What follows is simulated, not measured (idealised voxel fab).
process module | voxel gate over fins
cross-section cut | 275 nm wide | cells 5 nm
A cross-section is a grid of square cells, given in bands from the top down. A band is one or more rows of cells.
Each band's line starts with the height of the band's top and of its bottom, in nm. Then come its materials from left to right, each with its width in nm. One material with "throughout" fills the band from edge to edge. "air" is empty space.
Height 0 is the level under which the wafer as received is all one material. The lowest band goes on downwards, as in "0 down".
A width such as "30 to 40" changes by the same amount from each row of cells to the next, from the band's top row to its bottom row.
"no change" after a step means that no cell of the cross-section changed.
closed voids: empty space of 8 cells or more with no open way to the top, each as width x height at its distance from the left edge, in nm
after a step's settings: what the simulator itself notes on the step
overlay nm, on a step with a mask: how far to the right of its planned place the mask lay; to the left if negative
plan
1 op RECEIVE | material Si
2 op CONFORMAL_DEP | material SiN | thk nm 10
3 op DIRECTIONAL_DEP | material aC | thk nm 10
4 op PATTERN | tone cover | mask id FINS | material resist | width nm 15 | pitch nm 55 | thk nm 25 | overlay nm 0
5 op DIRECTIONAL_ETCH | etch materials aC | depth nm 10
6 op STRIP | etch materials resist
7 op DIRECTIONAL_ETCH | etch materials SiN | depth nm 10
8 op DIRECTIONAL_ETCH | etch materials Si | depth nm 40
9 op STRIP | etch materials aC
10 op OXIDIZE | depth nm 5
11 op FILL_DEP | material SiO2 | thk nm 5
12 op CMP | height nm 10
13 op PATTERN | tone open | mask id RAIL | material resist | width nm 15 | thk nm 15 | overlay nm 0
14 op DIRECTIONAL_ETCH | etch materials SiO2 | depth nm 45
15 op STRIP | etch materials resist
16 op CONFORMAL_DEP | material TiN | thk nm 5
17 op FILL_DEP | material W | thk nm 10
18 op CMP | height nm 10
19 op SELECTIVE_ETCH | etch materials W Ru TiN | depth nm 30
20 op FILL_DEP | material SiO2 | thk nm 5
21 op CMP | height nm 10
22 op SELECTIVE_ETCH | etch materials SiO2 | depth nm 25
23 op STRIP | etch materials SiN
24 op CONFORMAL_DEP | material HfO2 | thk nm 5
25 op CONFORMAL_DEP | material TiN | thk nm 5
26 op CONFORMAL_DEP | material TiAl | thk nm 5
27 op CONFORMAL_DEP | material TiN | thk nm 5
28 op FILL_DEP | material W | thk nm 10
29 op CMP | height nm 25
30 op CONFORMAL_DEP | material SiN | thk nm 5
as received, after step 1
  0 down: Si throughout
  closed voids: none
a wafer at the end: this start, this plan, one mistake
  30 to 25: SiN throughout
  25 to 20: W throughout
  20 to 15: W 60 | TiN 45 | W 10 | TiN 45 | W 10 | TiN 45 | W 60
  15 to 10: W 60 | TiN 5 | TiAl 35 | TiN 5 | W 10 | TiN 5 | TiAl 35 | TiN 5 | W 10 | TiN 5 | TiAl 35 | TiN 5 | W 60
  10 to 5: W 60 | TiN 5 | TiAl 5 | TiN 25 | TiAl 5 | TiN 5 | W 10 | TiN 5 | TiAl 5 | TiN 25 | TiAl 5 | TiN 5 | W 10 | TiN 5 | TiAl 5 | TiN 25 | TiAl 5 | TiN 5 | W 60
  5 to 0: TiN 65 | TiAl 5 | TiN 5 | HfO2 15 | TiN 5 | TiAl 5 | TiN 20 | TiAl 5 | TiN 5 | HfO2 15 | TiN 5 | TiAl 5 | TiN 20 | TiAl 5 | TiN 5 | HfO2 15 | TiN 5 | TiAl 5 | TiN 65
  0 to -5: TiAl 70 | TiN 5 | HfO2 5 | Si 5 | HfO2 5 | TiN 5 | TiAl 30 | TiN 5 | HfO2 5 | Si 5 | HfO2 5 | TiN 5 | TiAl 30 | TiN 5 | HfO2 5 | Si 5 | HfO2 5 | TiN 5 | TiAl 70
  -5 to -10: TiN 75 | HfO2 5 | Si 5 | HfO2 5 | TiN 40 | HfO2 5 | Si 5 | HfO2 5 | TiN 40 | HfO2 5 | Si 5 | HfO2 5 | TiN 75
  -10 to -15: HfO2 80 | Si 5 | HfO2 50 | Si 5 | HfO2 50 | Si 5 | HfO2 80
  -15 to -20: SiO2 80 | Si 5 | SiO2 50 | Si 5 | SiO2 50 | Si 5 | SiO2 80
  -20 to -25: SiO2 80 | Si 5 | SiO2 15 | TiN 15 | SiO2 20 | Si 5 | SiO2 50 | Si 5 | SiO2 80
  -25 to -45: SiO2 80 | Si 5 | SiO2 50 | Si 5 | SiO2 50 | Si 5 | SiO2 80
  -45 down: Si throughout
  closed voids: none
what went wrong: step 14 ran as: op DIRECTIONAL_ETCH | etch materials SiO2 | depth nm 35
